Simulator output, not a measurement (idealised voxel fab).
Presented below is a process module, voxel spacer lines.
It is cross-section cut that appears here, measuring 270 nm in width, its square cells being 5 nm in size.
Throughout this document, each cross-section is represented as a grid of square cells and is presented as a sequence of bands enumerated from the top downward, where a band comprises one or more rows of cells. Band: top height; bottom height; in nm. Then, left to right: material with width in nm, for each material. "everywhere": a single material spanning edge to edge. "empty": empty space. Height 0 is the level under which the wafer as received is all one material. The lowest band goes on downwards, as in "0 down". A width such as "30..40" changes by the same amount from each row of cells to the next, from the band's top row to its bottom row. When a step is marked "everything unchanged", none of the cells in the cross-section changed during that step. Heads up: "Completely sealed voids" only lists the empty pockets with no open path to the top that are 8 cells or more, and it writes them as width x height at distance, distance from the left edge, in nm. It should be noted that, on the line of a given step, the content following the step's settings is a remark produced by the simulator itself with respect to that step. "overlay nm", when on a step's line for a step with a mask, measures how far to the right of its planned place the mask lay; a negative measure means to the left.

The steps planned for the process are as follows
1. RECEIVE (material Si)
2. CONFORMAL_DEP (material Al2O3; thk nm 10)
3. DIRECTIONAL_DEP (material polySi; thk nm 20)
4. DIRECTIONAL_DEP (material aC; thk nm 25)
5. PATTERN (tone cover; mask id MANDREL; material resist; width nm 25; pitch nm 80; thk nm 35; overlay nm 0)
6. DIRECTIONAL_ETCH (etch materials aC; depth nm 25)
7. STRIP (etch materials resist)
8. CONFORMAL_DEP (material SiN; thk nm 15)
9. DIRECTIONAL_ETCH (etch materials SiN; depth nm 15)
10. STRIP (etch materials aC)
11. DIRECTIONAL_ETCH (etch materials polySi; depth nm 20)
12. STRIP (etch materials SiN)

Cross-section of the incoming wafer, state after step 1
  0 down: Si everywhere
  Completely sealed voids: none

Cross-sectional result after module completion. Note: starting condition and plan are unchanged from above; one processing mistake was made
  35 to 10: aC everywhere
  10 to 0: Al2O3 everywhere
  0 down: Si everywhere
  Completely sealed voids: none
Against the plan, the run slipped here: steps 3 and 4 of the plan were run in the wrong order, each in the other's place
